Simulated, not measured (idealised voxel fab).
Herein follows the process module entitled voxel double patterning.
This is section cut - it's 205 nm across, gridded in 5 nm square cells.
When this document writes out a cross-section, it uses a grid of square cells and lists it as bands, beginning at the top and moving down, with a band standing for one or more rows of cells.
Top, bottom (nm), then materials left to right with widths (nm); lone material tagged "edge to edge" fills the whole band edge to edge; "blank" = empty space.
Below 0: as-received wafer, all one material; heights counted from there. Lowest band: no bottom, goes on down, written "0..down".
Think of "30 to 40" as a width that walks from the first number to the second as you go down the band, top row to bottom row, taking equal-sized steps from row to row.
For the purposes of this document, the phrase "remained the same" attached to a step denotes that no cell within the cross-section was modified by that step.
Entry "Sealed void inventory". Content: empty spaces with no open connection to the top, size 8 cells or greater. Each: width x height at distance. Distance: from left edge. Unit: nm.
It should be noted that, on the line of a given step, the content following the step's settings is a remark produced by the simulator itself with respect to that step.
overlay nm: mask offset rightward from planned place, masked step; negative means leftward offset.

## Steps planned for the process
1: RECEIVE (material Si)
2: CONFORMAL_DEP (material SiO2; thk nm 10)
3: DIRECTIONAL_DEP (material TiN; thk nm 15)
4: DIRECTIONAL_DEP (material SiCN; thk nm 10)
5: MASKED_ETCH (tone open; mask id FIRST; width nm 15; pitch nm 50; etch materials SiCN; depth nm 10; overlay nm 0)
6: MASKED_ETCH (tone open; mask id SECOND; width nm 15; etch materials SiCN; depth nm 10; overlay nm 0)
7: DIRECTIONAL_ETCH (etch materials TiN; depth nm 5)
8: STRIP (etch materials SiCN)
Quick note for whoever runs this: the wafers start identical, but the depth nm at step 7 isn't the same across them. The plan just shows what the first wafer had.

## The first of several wafers, as received after step 1, seen in section
- 0..down = Si edge to edge
- Sealed void inventory: none

## Note: the following table is arranged by wafer, a row apiece. Each row reports the end-of-module state: per material, cells gained (+) or cells lost (-) compared with the wafer as received; closed voids follow
depth nm 5, +82 SiO2, +114 TiN, Sealed void inventory: none
depth nm 10, +82 SiO2, +105 TiN, Sealed void inventory: none
depth nm 15, +82 SiO2, +96 TiN, Sealed void inventory: none
depth nm 20, +82 SiO2, +96 TiN, Sealed void inventory: none
depth nm 25, +82 SiO2, +96 TiN, Sealed void inventory: none
depth nm 30, +82 SiO2, +96 TiN, Sealed void inventory: none
